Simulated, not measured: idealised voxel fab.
process module | voxel transistor to metal
cross-section cut | 215 nm wide | cells 5 nm
A cross-section is a grid of square cells, given in bands from the top down. A band is one or more rows of cells.
Each band's line starts with the height of the band's top and of its bottom, in nm. Then come its materials from left to right, each with its width in nm. One material with "throughout" fills the band from edge to edge. "air" is empty space.
Height 0 is the level under which the wafer as received is all one material. The lowest band goes on downwards, as in "0 down".
A width such as "30 to 40" changes by the same amount from each row of cells to the next, from the band's top row to its bottom row.
"no change" after a step means that no cell of the cross-section changed.
closed voids: empty space of 8 cells or more with no open way to the top, each as width x height at its distance from the left edge, in nm
after a step's settings: what the simulator itself notes on the step
overlay nm, on a step with a mask: how far to the right of its planned place the mask lay; to the left if negative
plan
1 op RECEIVE | material Si
2 op CONFORMAL_DEP | material SiO2 | thk nm 5
3 op CONFORMAL_DEP | material SiN | thk nm 15
4 op MASKED_ETCH | tone cover | mask id ACTIVE | width nm 100 | etch materials SiN | depth nm 15 | overlay nm 0
5 op MASKED_ETCH | tone cover | mask id ACTIVE | width nm 100 | etch materials SiO2 | depth nm 5 | overlay nm 0
6 op MASKED_ETCH | tone cover | mask id ACTIVE | width nm 100 | etch materials Si | depth nm 20 | overlay nm 0
7 op OXIDIZE | depth nm 5
8 op FILL_DEP | material SiO2 | thk nm 10
9 op CMP | height nm 20
10 op SELECTIVE_ETCH | etch materials SiO2 | depth nm 10
11 op STRIP | etch materials SiN
12 op SELECTIVE_ETCH | etch materials SiO2 | depth nm 5
13 op OXIDIZE | depth nm 5
14 op DIRECTIONAL_DEP | material polySi | thk nm 30
15 op DIRECTIONAL_DEP | material SiCN | thk nm 15
16 op DIRECTIONAL_DEP | material aC | thk nm 10
17 op PATTERN | tone cover | mask id GATE | material resist | width nm 20 | thk nm 25 | overlay nm 0
18 op DIRECTIONAL_ETCH | etch materials aC | depth nm 10
19 op STRIP | etch materials resist
20 op DIRECTIONAL_ETCH | etch materials SiCN | depth nm 25
21 op DIRECTIONAL_ETCH | etch materials polySi | depth nm 40
22 op STRIP | etch materials aC
23 op CONFORMAL_DEP | material SiO2 | thk nm 5
24 op DIRECTIONAL_ETCH | etch materials SiO2 | depth nm 5
25 op CONFORMAL_DEP | material SiN | thk nm 10
26 op DIRECTIONAL_ETCH | etch materials SiN | depth nm 10
27 op DIRECTIONAL_ETCH | etch materials SiO2 | depth nm 5
28 op EPI | material SiGe | thk nm 5
29 op FILL_DEP | material SiO2 | thk nm 10
30 op CMP | height nm 45
31 op DIRECTIONAL_DEP | material SiO2 | thk nm 15
32 op DIRECTIONAL_DEP | material aC | thk nm 10
33 op PATTERN | tone open | mask id CONTACT | material resist | width nm 30 | pitch nm 60 | thk nm 30 | overlay nm 0
34 op DIRECTIONAL_ETCH | etch materials aC | depth nm 10
35 op STRIP | etch materials resist
36 op DIRECTIONAL_ETCH | etch materials SiO2 | depth nm 60
37 op STRIP | etch materials aC
38 op CONFORMAL_DEP | material TiN | thk nm 5
39 op FILL_DEP | material Ru | thk nm 5
40 op CMP | height nm 60
41 op DIRECTIONAL_DEP | material TiN | thk nm 5
42 op DIRECTIONAL_DEP | material Ru | thk nm 15
43 op MASKED_ETCH | tone cover | mask id METAL_1 | width nm 20 | pitch nm 70 | etch materials Ru | depth nm 15 | overlay nm 0
44 op MASKED_ETCH | tone cover | mask id METAL_1 | width nm 20 | pitch nm 70 | etch materials TiN | depth nm 5 | overlay nm 0
45 op CONFORMAL_DEP | material SiN | thk nm 5
46 op FILL_DEP | material lowk | thk nm 5
47 op CMP | height nm 80
48 op CONFORMAL_DEP | material SiCN | thk nm 5
49 op DIRECTIONAL_DEP | material SiO2 | thk nm 25
50 op MASKED_ETCH | tone open | mask id METAL_2 | width nm 20 | pitch nm 70 | etch materials SiO2 | depth nm 15 | overlay nm 0
51 op MASKED_ETCH | tone open | mask id METAL_2_HOLES | width nm 15 | pitch nm 70 | etch materials SiO2 | depth nm 10 | overlay nm 0
52 op MASKED_ETCH | tone open | mask id METAL_2_HOLES | width nm 15 | pitch nm 70 | etch materials SiCN | depth nm 5 | overlay nm 0
53 op CONFORMAL_DEP | material TiN | thk nm 5
54 op FILL_DEP | material Cu | thk nm 5
55 op CMP | height nm 110
56 op CONFORMAL_DEP | material SiCN | thk nm 5
first wafer, as planned
as received, after step 1
  0 down: Si throughout
  closed voids: none
after step 2
  5 to 0: SiO2 throughout
  below 0: unchanged
after step 3
  20 to 5: SiN throughout
  below 5: unchanged
after step 4
  20 to 5: air 55 | SiN 100 | air 60
  below 5: unchanged
after step 5
  20 to 5: air 55 | SiN 100 | air 60
  5 to 0: air 55 | SiO2 100 | air 60
  below 0: unchanged
after step 6
  20 to 5: air 55 | SiN 100 | air 60
  5 to 0: air 55 | SiO2 100 | air 60
  0 to -20: air 55 | Si 100 | air 60
  below -20: unchanged
after step 7
  20 to 5: air 55 | SiN 100 | air 60
  5 to 0: air 55 | SiO2 100 | air 60
  0 to -20: air 55 | SiO2 5 | Si 90 | SiO2 5 | air 60
  -20 to -25: SiO2 60 | Si 90 | SiO2 65
  below -25: unchanged
after step 8
  30 to 20: SiO2 throughout
  20 to 5: SiO2 55 | SiN 100 | SiO2 60
  5 to 0: SiO2 throughout
  0 to -25: SiO2 60 | Si 90 | SiO2 65
  below -25: unchanged
after step 9
  20 to 5: SiO2 55 | SiN 100 | SiO2 60
  below 5: unchanged
after step 10
  20 to 10: air 55 | SiN 100 | air 60
  below 10: unchanged
after step 11
  10 to 5: SiO2 55 | air 100 | SiO2 60
  below 5: unchanged
after step 12
  5 to 0: SiO2 50 | air 110 | SiO2 55
  below 0: unchanged
after step 13
  5 to 0: SiO2 50 | air 110 | SiO2 55
  0 to -5: SiO2 throughout
  below -5: unchanged
after step 14
  35 to 30: polySi 50 | air 110 | polySi 55
  30 to 5: polySi throughout
  5 to 0: SiO2 50 | polySi 110 | SiO2 55
  below 0: unchanged
after step 15
  50 to 45: SiCN 50 | air 110 | SiCN 55
  45 to 35: SiCN throughout
  35 to 30: polySi 50 | SiCN 110 | polySi 55
  below 30: unchanged
after step 16
  60 to 55: aC 50 | air 110 | aC 55
  55 to 50: aC throughout
  50 to 45: SiCN 50 | aC 110 | SiCN 55
  below 45: unchanged
after step 17
  85 to 60: air 95 | resist 20 | air 100
  60 to 55: aC 50 | air 45 | resist 20 | air 45 | aC 55
  below 55: unchanged
after step 18
  75 to 55: air 95 | resist 20 | air 100
  55 to 50: air 95 | aC 20 | air 100
  50 to 45: SiCN 50 | air 45 | aC 20 | air 45 | SiCN 55
  below 45: unchanged
after step 19
  55 to 50: air 95 | aC 20 | air 100
  below 50: unchanged
after step 20
  55 to 45: air 95 | aC 20 | air 100
  45 to 35: air 95 | SiCN 20 | air 100
  35 to 30: polySi 50 | air 45 | SiCN 20 | air 45 | polySi 55
  below 30: unchanged
after step 21
  55 to 45: air 95 | aC 20 | air 100
  45 to 30: air 95 | SiCN 20 | air 100
  30 to 5: air 95 | polySi 20 | air 100
  5 to 0: SiO2 50 | air 45 | polySi 20 | air 45 | SiO2 55
  below 0: unchanged
after step 22
  45 to 30: air 95 | SiCN 20 | air 100
  below 30: unchanged
after step 23
  50 to 45: air 90 | SiO2 30 | air 95
  45 to 30: air 90 | SiO2 5 | SiCN 20 | SiO2 5 | air 95
  30 to 10: air 90 | SiO2 5 | polySi 20 | SiO2 5 | air 95
  10 to 5: SiO2 55 | air 35 | SiO2 5 | polySi 20 | SiO2 5 | air 35 | SiO2 60
  5 to 0: SiO2 95 | polySi 20 | SiO2 100
  below 0: unchanged
after step 24
  45 to 30: air 90 | SiO2 5 | SiCN 20 | SiO2 5 | air 95
  30 to 5: air 90 | SiO2 5 | polySi 20 | SiO2 5 | air 95
  5 to 0: SiO2 55 | air 35 | SiO2 5 | polySi 20 | SiO2 5 | air 35 | SiO2 60
  below 0: unchanged
after step 25
  55 to 45: air 80 | SiN 50 | air 85
  45 to 30: air 80 | SiN 10 | SiO2 5 | SiCN 20 | SiO2 5 | SiN 10 | air 85
  30 to 15: air 80 | SiN 10 | SiO2 5 | polySi 20 | SiO2 5 | SiN 10 | air 85
  15 to 10: SiN 65 | air 15 | SiN 10 | SiO2 5 | polySi 20 | SiO2 5 | SiN 10 | air 15 | SiN 70
  10 to 5: SiN 90 | SiO2 5 | polySi 20 | SiO2 5 | SiN 95
  5 to 0: SiO2 55 | SiN 35 | SiO2 5 | polySi 20 | SiO2 5 | SiN 35 | SiO2 60
  below 0: unchanged
after step 26
  45 to 30: air 80 | SiN 10 | SiO2 5 | SiCN 20 | SiO2 5 | SiN 10 | air 85
  30 to 5: air 80 | SiN 10 | SiO2 5 | polySi 20 | SiO2 5 | SiN 10 | air 85
  5 to 0: SiO2 55 | SiN 10 | air 15 | SiN 10 | SiO2 5 | polySi 20 | SiO2 5 | SiN 10 | air 15 | SiN 10 | SiO2 60
  below 0: unchanged
after step 27
  45 to 40: air 80 | SiN 10 | air 5 | SiCN 20 | air 5 | SiN 10 | air 85
  40 to 30: air 80 | SiN 10 | SiO2 5 | SiCN 20 | SiO2 5 | SiN 10 | air 85
  30 to 5: air 80 | SiN 10 | SiO2 5 | polySi 20 | SiO2 5 | SiN 10 | air 85
  5 to 0: air 55 | SiN 10 | air 15 | SiN 10 | SiO2 5 | polySi 20 | SiO2 5 | SiN 10 | air 15 | SiN 10 | air 60
  0 to -5: SiO2 65 | air 15 | SiO2 50 | air 15 | SiO2 70
  below -5: unchanged
after step 28
  45 to 40: air 80 | SiN 10 | air 5 | SiCN 20 | air 5 | SiN 10 | air 85
  40 to 30: air 80 | SiN 10 | SiO2 5 | SiCN 20 | SiO2 5 | SiN 10 | air 85
  30 to 5: air 80 | SiN 10 | SiO2 5 | polySi 20 | SiO2 5 | SiN 10 | air 85
  5 to 0: air 55 | SiN 10 | air 15 | SiN 10 | SiO2 5 | polySi 20 | SiO2 5 | SiN 10 | air 15 | SiN 10 | air 60
  0 to -5: SiO2 65 | SiGe 15 | SiO2 50 | SiGe 15 | SiO2 70
  below -5: unchanged
after step 29
  55 to 45: SiO2 throughout
  45 to 30: SiO2 80 | SiN 10 | SiO2 5 | SiCN 20 | SiO2 5 | SiN 10 | SiO2 85
  30 to 5: SiO2 80 | SiN 10 | SiO2 5 | polySi 20 | SiO2 5 | SiN 10 | SiO2 85
  5 to 0: SiO2 55 | SiN 10 | SiO2 15 | SiN 10 | SiO2 5 | polySi 20 | SiO2 5 | SiN 10 | SiO2 15 | SiN 10 | SiO2 60
  below 0: unchanged
after step 30
  45 to 30: SiO2 80 | SiN 10 | SiO2 5 | SiCN 20 | SiO2 5 | SiN 10 | SiO2 85
  below 30: unchanged
after step 31
  60 to 45: SiO2 throughout
  below 45: unchanged
after step 32
  70 to 60: aC throughout
  below 60: unchanged
after step 33
  100 to 70: resist 60 | air 30 | resist 30 | air 30 | resist 65
  below 70: unchanged
after step 34
  90 to 70: resist 60 | air 30 | resist 30 | air 30 | resist 65
  70 to 60: aC 60 | air 30 | aC 30 | air 30 | aC 65
  below 60: unchanged
after step 35
  70 to 60: aC 60 | air 30 | aC 30 | air 30 | aC 65
  below 60: unchanged
after step 36
  70 to 60: aC 60 | air 30 | aC 30 | air 30 | aC 65
  60 to 45: SiO2 60 | air 30 | SiO2 30 | air 30 | SiO2 65
  45 to 30: SiO2 60 | air 20 | SiN 10 | SiO2 5 | SiCN 20 | SiO2 5 | SiN 10 | air 20 | SiO2 65
  30 to 5: SiO2 60 | air 20 | SiN 10 | SiO2 5 | polySi 20 | SiO2 5 | SiN 10 | air 20 | SiO2 65
  5 to 0: SiO2 55 | SiN 10 | air 15 | SiN 10 | SiO2 5 | polySi 20 | SiO2 5 | SiN 10 | air 15 | SiN 10 | SiO2 60
  below 0: unchanged
after step 37
  60 to 45: SiO2 60 | air 30 | SiO2 30 | air 30 | SiO2 65
  below 45: unchanged
after step 38
  65 to 60: TiN 65 | air 20 | TiN 40 | air 20 | TiN 70
  60 to 50: SiO2 60 | TiN 5 | air 20 | TiN 5 | SiO2 30 | TiN 5 | air 20 | TiN 5 | SiO2 65
  50 to 45: SiO2 60 | TiN 5 | air 10 | TiN 15 | SiO2 30 | TiN 15 | air 10 | TiN 5 | SiO2 65
  45 to 30: SiO2 60 | TiN 5 | air 10 | TiN 5 | SiN 10 | SiO2 5 | SiCN 20 | SiO2 5 | SiN 10 | TiN 5 | air 10 | TiN 5 | SiO2 65
  30 to 10: SiO2 60 | TiN 5 | air 10 | TiN 5 | SiN 10 | SiO2 5 | polySi 20 | SiO2 5 | SiN 10 | TiN 5 | air 10 | TiN 5 | SiO2 65
  10 to 5: SiO2 60 | TiN 10 | air 5 | TiN 5 | SiN 10 | SiO2 5 | polySi 20 | SiO2 5 | SiN 10 | TiN 5 | air 5 | TiN 10 | SiO2 65
  5 to 0: SiO2 55 | SiN 10 | TiN 15 | SiN 10 | SiO2 5 | polySi 20 | SiO2 5 | SiN 10 | TiN 15 | SiN 10 | SiO2 60
  below 0: unchanged
after step 39
  70 to 65: Ru throughout
  65 to 60: TiN 65 | Ru 20 | TiN 40 | Ru 20 | TiN 70
  60 to 50: SiO2 60 | TiN 5 | Ru 20 | TiN 5 | SiO2 30 | TiN 5 | Ru 20 | TiN 5 | SiO2 65
  50 to 45: SiO2 60 | TiN 5 | Ru 10 | TiN 15 | SiO2 30 | TiN 15 | Ru 10 | TiN 5 | SiO2 65
  45 to 30: SiO2 60 | TiN 5 | Ru 10 | TiN 5 | SiN 10 | SiO2 5 | SiCN 20 | SiO2 5 | SiN 10 | TiN 5 | Ru 10 | TiN 5 | SiO2 65
  30 to 10: SiO2 60 | TiN 5 | Ru 10 | TiN 5 | SiN 10 | SiO2 5 | polySi 20 | SiO2 5 | SiN 10 | TiN 5 | Ru 10 | TiN 5 | SiO2 65
  10 to 5: SiO2 60 | TiN 10 | Ru 5 | TiN 5 | SiN 10 | SiO2 5 | polySi 20 | SiO2 5 | SiN 10 | TiN 5 | Ru 5 | TiN 10 | SiO2 65
  below 5: unchanged
after step 40
  60 to 50: SiO2 60 | TiN 5 | Ru 20 | TiN 5 | SiO2 30 | TiN 5 | Ru 20 | TiN 5 | SiO2 65
  below 50: unchanged
after step 41
  65 to 60: TiN throughout
  below 60: unchanged
after step 42
  80 to 65: Ru throughout
  below 65: unchanged
after step 43
  80 to 65: air 60 | Ru 20 | air 50 | Ru 20 | air 65
  below 65: unchanged
after step 44
  80 to 65: air 60 | Ru 20 | air 50 | Ru 20 | air 65
  65 to 60: air 60 | TiN 20 | air 50 | TiN 20 | air 65
  below 60: unchanged
after step 45
  85 to 80: air 55 | SiN 30 | air 40 | SiN 30 | air 60
  80 to 65: air 55 | SiN 5 | Ru 20 | SiN 5 | air 40 | SiN 5 | Ru 20 | SiN 5 | air 60
  65 to 60: SiN 60 | TiN 20 | SiN 50 | TiN 20 | SiN 65
  below 60: unchanged
after step 46
  90 to 85: lowk throughout
  85 to 80: lowk 55 | SiN 30 | lowk 40 | SiN 30 | lowk 60
  80 to 65: lowk 55 | SiN 5 | Ru 20 | SiN 5 | lowk 40 | SiN 5 | Ru 20 | SiN 5 | lowk 60
  below 65: unchanged
after step 47
  80 to 65: lowk 55 | SiN 5 | Ru 20 | SiN 5 | lowk 40 | SiN 5 | Ru 20 | SiN 5 | lowk 60
  below 65: unchanged
after step 48
  85 to 80: SiCN throughout
  below 80: unchanged
after step 49
  110 to 85: SiO2 throughout
  below 85: unchanged
after step 50
  110 to 95: SiO2 60 | air 20 | SiO2 50 | air 20 | SiO2 65
  below 95: unchanged
after step 51
  110 to 95: SiO2 60 | air 20 | SiO2 50 | air 20 | SiO2 65
  95 to 85: SiO2 60 | air 15 | SiO2 55 | air 15 | SiO2 70
  below 85: unchanged
after step 52
  110 to 95: SiO2 60 | air 20 | SiO2 50 | air 20 | SiO2 65
  95 to 85: SiO2 60 | air 15 | SiO2 55 | air 15 | SiO2 70
  85 to 80: SiCN 60 | air 15 | SiCN 55 | air 15 | SiCN 70
  below 80: unchanged
after step 53
  115 to 110: TiN 65 | air 10 | TiN 60 | air 10 | TiN 70
  110 to 100: SiO2 60 | TiN 5 | air 10 | TiN 5 | SiO2 50 | TiN 5 | air 10 | TiN 5 | SiO2 65
  100 to 95: SiO2 60 | TiN 5 | air 5 | TiN 10 | SiO2 50 | TiN 5 | air 5 | TiN 10 | SiO2 65
  95 to 85: SiO2 60 | TiN 5 | air 5 | TiN 5 | SiO2 55 | TiN 5 | air 5 | TiN 5 | SiO2 70
  85 to 80: SiCN 60 | TiN 15 | SiCN 55 | TiN 15 | SiCN 70
  below 80: unchanged
after step 54
  120 to 115: Cu throughout
  115 to 110: TiN 65 | Cu 10 | TiN 60 | Cu 10 | TiN 70
  110 to 100: SiO2 60 | TiN 5 | Cu 10 | TiN 5 | SiO2 50 | TiN 5 | Cu 10 | TiN 5 | SiO2 65
  100 to 95: SiO2 60 | TiN 5 | Cu 5 | TiN 10 | SiO2 50 | TiN 5 | Cu 5 | TiN 10 | SiO2 65
  95 to 85: SiO2 60 | TiN 5 | Cu 5 | TiN 5 | SiO2 55 | TiN 5 | Cu 5 | TiN 5 | SiO2 70
  below 85: unchanged
after step 55
  110 to 100: SiO2 60 | TiN 5 | Cu 10 | TiN 5 | SiO2 50 | TiN 5 | Cu 10 | TiN 5 | SiO2 65
  below 100: unchanged
after step 56
  115 to 110: SiCN throughout
  below 110: unchanged
second wafer: like start, like plan, one mistake. Through step 10 it matches the first wafer
when step 11 should have ended
  20 to 5: air 55 | SiN 100 | air 60
  below 5: unchanged
when step 12 should have ended
  5 to 0: SiO2 throughout
  below 0: unchanged
when step 13 should have ended: no change
when step 14 should have ended
  35 to 5: polySi throughout
  below 5: unchanged
when step 15 should have ended
  50 to 35: SiCN throughout
  below 35: unchanged
when step 16 should have ended
  60 to 50: aC throughout
  below 50: unchanged
when step 17 should have ended
  85 to 60: air 95 | resist 20 | air 100
  below 60: unchanged
when step 18 should have ended
  75 to 60: air 95 | resist 20 | air 100
  60 to 50: air 95 | aC 20 | air 100
  below 50: unchanged
when step 19 should have ended
  60 to 50: air 95 | aC 20 | air 100
  below 50: unchanged
when step 20 should have ended
  60 to 50: air 95 | aC 20 | air 100
  50 to 35: air 95 | SiCN 20 | air 100
  below 35: unchanged
when step 21 should have ended
  60 to 50: air 95 | aC 20 | air 100
  50 to 35: air 95 | SiCN 20 | air 100
  35 to 5: air 95 | polySi 20 | air 100
  below 5: unchanged
when step 22 should have ended
  50 to 35: air 95 | SiCN 20 | air 100
  below 35: unchanged
when step 23 should have ended
  55 to 50: air 90 | SiO2 30 | air 95
  50 to 35: air 90 | SiO2 5 | SiCN 20 | SiO2 5 | air 95
  35 to 10: air 90 | SiO2 5 | polySi 20 | SiO2 5 | air 95
  10 to 5: SiO2 95 | polySi 20 | SiO2 100
  below 5: unchanged
when step 24 should have ended
  50 to 35: air 90 | SiO2 5 | SiCN 20 | SiO2 5 | air 95
  35 to 5: air 90 | SiO2 5 | polySi 20 | SiO2 5 | air 95
  below 5: unchanged
when step 25 should have ended
  60 to 50: air 80 | SiN 50 | air 85
  50 to 35: air 80 | SiN 10 | SiO2 5 | SiCN 20 | SiO2 5 | SiN 10 | air 85
  35 to 15: air 80 | SiN 10 | SiO2 5 | polySi 20 | SiO2 5 | SiN 10 | air 85
  15 to 5: SiN 90 | SiO2 5 | polySi 20 | SiO2 5 | SiN 95
  below 5: unchanged
when step 26 should have ended
  50 to 35: air 80 | SiN 10 | SiO2 5 | SiCN 20 | SiO2 5 | SiN 10 | air 85
  35 to 5: air 80 | SiN 10 | SiO2 5 | polySi 20 | SiO2 5 | SiN 10 | air 85
  below 5: unchanged
when step 27 should have ended
  50 to 45: air 80 | SiN 10 | air 5 | SiCN 20 | air 5 | SiN 10 | air 85
  45 to 35: air 80 | SiN 10 | SiO2 5 | SiCN 20 | SiO2 5 | SiN 10 | air 85
  35 to 5: air 80 | SiN 10 | SiO2 5 | polySi 20 | SiO2 5 | SiN 10 | air 85
  5 to 0: air 80 | SiO2 50 | air 85
  below 0: unchanged
when step 28 should have ended
  50 to 45: air 80 | SiN 10 | air 5 | SiCN 20 | air 5 | SiN 10 | air 85
  45 to 35: air 80 | SiN 10 | SiO2 5 | SiCN 20 | SiO2 5 | SiN 10 | air 85
  35 to 5: air 80 | SiN 10 | SiO2 5 | polySi 20 | SiO2 5 | SiN 10 | air 85
  5 to 0: air 55 | SiGe 25 | SiO2 50 | SiGe 25 | air 60
  below 0: unchanged
when step 29 should have ended
  60 to 50: SiO2 throughout
  50 to 35: SiO2 80 | SiN 10 | SiO2 5 | SiCN 20 | SiO2 5 | SiN 10 | SiO2 85
  35 to 5: SiO2 80 | SiN 10 | SiO2 5 | polySi 20 | SiO2 5 | SiN 10 | SiO2 85
  5 to 0: SiO2 55 | SiGe 25 | SiO2 50 | SiGe 25 | SiO2 60
  below 0: unchanged
when step 30 should have ended
  45 to 35: SiO2 80 | SiN 10 | SiO2 5 | SiCN 20 | SiO2 5 | SiN 10 | SiO2 85
  below 35: unchanged
when step 31 should have ended
  60 to 45: SiO2 throughout
  below 45: unchanged
when step 32 should have ended
  70 to 60: aC throughout
  below 60: unchanged
when step 33 should have ended
  100 to 70: resist 60 | air 30 | resist 30 | air 30 | resist 65
  below 70: unchanged
when step 34 should have ended
  90 to 70: resist 60 | air 30 | resist 30 | air 30 | resist 65
  70 to 60: aC 60 | air 30 | aC 30 | air 30 | aC 65
  below 60: unchanged
when step 35 should have ended
  70 to 60: aC 60 | air 30 | aC 30 | air 30 | aC 65
  below 60: unchanged
when step 36 should have ended
  70 to 60: aC 60 | air 30 | aC 30 | air 30 | aC 65
  60 to 45: SiO2 60 | air 30 | SiO2 30 | air 30 | SiO2 65
  45 to 35: SiO2 60 | air 20 | SiN 10 | SiO2 5 | SiCN 20 | SiO2 5 | SiN 10 | air 20 | SiO2 65
  35 to 5: SiO2 60 | air 20 | SiN 10 | SiO2 5 | polySi 20 | SiO2 5 | SiN 10 | air 20 | SiO2 65
  below 5: unchanged
when step 37 should have ended
  60 to 45: SiO2 60 | air 30 | SiO2 30 | air 30 | SiO2 65
  below 45: unchanged
when step 38 should have ended
  65 to 60: TiN 65 | air 20 | TiN 40 | air 20 | TiN 70
  60 to 50: SiO2 60 | TiN 5 | air 20 | TiN 5 | SiO2 30 | TiN 5 | air 20 | TiN 5 | SiO2 65
  50 to 45: SiO2 60 | TiN 5 | air 10 | TiN 15 | SiO2 30 | TiN 15 | air 10 | TiN 5 | SiO2 65
  45 to 35: SiO2 60 | TiN 5 | air 10 | TiN 5 | SiN 10 | SiO2 5 | SiCN 20 | SiO2 5 | SiN 10 | TiN 5 | air 10 | TiN 5 | SiO2 65
  35 to 10: SiO2 60 | TiN 5 | air 10 | TiN 5 | SiN 10 | SiO2 5 | polySi 20 | SiO2 5 | SiN 10 | TiN 5 | air 10 | TiN 5 | SiO2 65
  10 to 5: SiO2 60 | TiN 20 | SiN 10 | SiO2 5 | polySi 20 | SiO2 5 | SiN 10 | TiN 20 | SiO2 65
  below 5: unchanged
when step 39 should have ended
  70 to 65: Ru throughout
  65 to 60: TiN 65 | Ru 20 | TiN 40 | Ru 20 | TiN 70
  60 to 50: SiO2 60 | TiN 5 | Ru 20 | TiN 5 | SiO2 30 | TiN 5 | Ru 20 | TiN 5 | SiO2 65
  50 to 45: SiO2 60 | TiN 5 | Ru 10 | TiN 15 | SiO2 30 | TiN 15 | Ru 10 | TiN 5 | SiO2 65
  45 to 35: SiO2 60 | TiN 5 | Ru 10 | TiN 5 | SiN 10 | SiO2 5 | SiCN 20 | SiO2 5 | SiN 10 | TiN 5 | Ru 10 | TiN 5 | SiO2 65
  35 to 10: SiO2 60 | TiN 5 | Ru 10 | TiN 5 | SiN 10 | SiO2 5 | polySi 20 | SiO2 5 | SiN 10 | TiN 5 | Ru 10 | TiN 5 | SiO2 65
  below 10: unchanged
when step 40 should have ended
  60 to 50: SiO2 60 | TiN 5 | Ru 20 | TiN 5 | SiO2 30 | TiN 5 | Ru 20 | TiN 5 | SiO2 65
  below 50: unchanged
when step 41 should have ended
  65 to 60: TiN throughout
  below 60: unchanged
when step 42 should have ended
  80 to 65: Ru throughout
  below 65: unchanged
when step 43 should have ended
  80 to 65: air 60 | Ru 20 | air 50 | Ru 20 | air 65
  below 65: unchanged
when step 44 should have ended
  80 to 65: air 60 | Ru 20 | air 50 | Ru 20 | air 65
  65 to 60: air 60 | TiN 20 | air 50 | TiN 20 | air 65
  below 60: unchanged
when step 45 should have ended
  85 to 80: air 55 | SiN 30 | air 40 | SiN 30 | air 60
  80 to 65: air 55 | SiN 5 | Ru 20 | SiN 5 | air 40 | SiN 5 | Ru 20 | SiN 5 | air 60
  65 to 60: SiN 60 | TiN 20 | SiN 50 | TiN 20 | SiN 65
  below 60: unchanged
when step 46 should have ended
  90 to 85: lowk throughout
  85 to 80: lowk 55 | SiN 30 | lowk 40 | SiN 30 | lowk 60
  80 to 65: lowk 55 | SiN 5 | Ru 20 | SiN 5 | lowk 40 | SiN 5 | Ru 20 | SiN 5 | lowk 60
  below 65: unchanged
when step 47 should have ended
  80 to 65: lowk 55 | SiN 5 | Ru 20 | SiN 5 | lowk 40 | SiN 5 | Ru 20 | SiN 5 | lowk 60
  below 65: unchanged
when step 48 should have ended
  85 to 80: SiCN throughout
  below 80: unchanged
when step 49 should have ended
  110 to 85: SiO2 throughout
  below 85: unchanged
when step 50 should have ended
  110 to 95: SiO2 60 | air 20 | SiO2 50 | air 20 | SiO2 65
  below 95: unchanged
when step 51 should have ended
  110 to 95: SiO2 60 | air 20 | SiO2 50 | air 20 | SiO2 65
  95 to 85: SiO2 60 | air 15 | SiO2 55 | air 15 | SiO2 70
  below 85: unchanged
when step 52 should have ended
  110 to 95: SiO2 60 | air 20 | SiO2 50 | air 20 | SiO2 65
  95 to 85: SiO2 60 | air 15 | SiO2 55 | air 15 | SiO2 70
  85 to 80: SiCN 60 | air 15 | SiCN 55 | air 15 | SiCN 70
  below 80: unchanged
when step 53 should have ended
  115 to 110: TiN 65 | air 10 | TiN 60 | air 10 | TiN 70
  110 to 100: SiO2 60 | TiN 5 | air 10 | TiN 5 | SiO2 50 | TiN 5 | air 10 | TiN 5 | SiO2 65
  100 to 95: SiO2 60 | TiN 5 | air 5 | TiN 10 | SiO2 50 | TiN 5 | air 5 | TiN 10 | SiO2 65
  95 to 85: SiO2 60 | TiN 5 | air 5 | TiN 5 | SiO2 55 | TiN 5 | air 5 | TiN 5 | SiO2 70
  85 to 80: SiCN 60 | TiN 15 | SiCN 55 | TiN 15 | SiCN 70
  below 80: unchanged
when step 54 should have ended
  120 to 115: Cu throughout
  115 to 110: TiN 65 | Cu 10 | TiN 60 | Cu 10 | TiN 70
  110 to 100: SiO2 60 | TiN 5 | Cu 10 | TiN 5 | SiO2 50 | TiN 5 | Cu 10 | TiN 5 | SiO2 65
  100 to 95: SiO2 60 | TiN 5 | Cu 5 | TiN 10 | SiO2 50 | TiN 5 | Cu 5 | TiN 10 | SiO2 65
  95 to 85: SiO2 60 | TiN 5 | Cu 5 | TiN 5 | SiO2 55 | TiN 5 | Cu 5 | TiN 5 | SiO2 70
  below 85: unchanged
when step 55 should have ended
  110 to 100: SiO2 60 | TiN 5 | Cu 10 | TiN 5 | SiO2 50 | TiN 5 | Cu 10 | TiN 5 | SiO2 65
  below 100: unchanged
when step 56 should have ended
  115 to 110: SiCN throughout
  below 110: unchanged
what went wrong: steps 11 and 12 were swapped
at the end the second wafer has, in cells: 2 fewer of Ru | 18 more of Si | 4 fewer of SiCN | 4 more of SiGe | 8 fewer of SiN | 4 fewer of SiO2 | 4 fewer of TiN
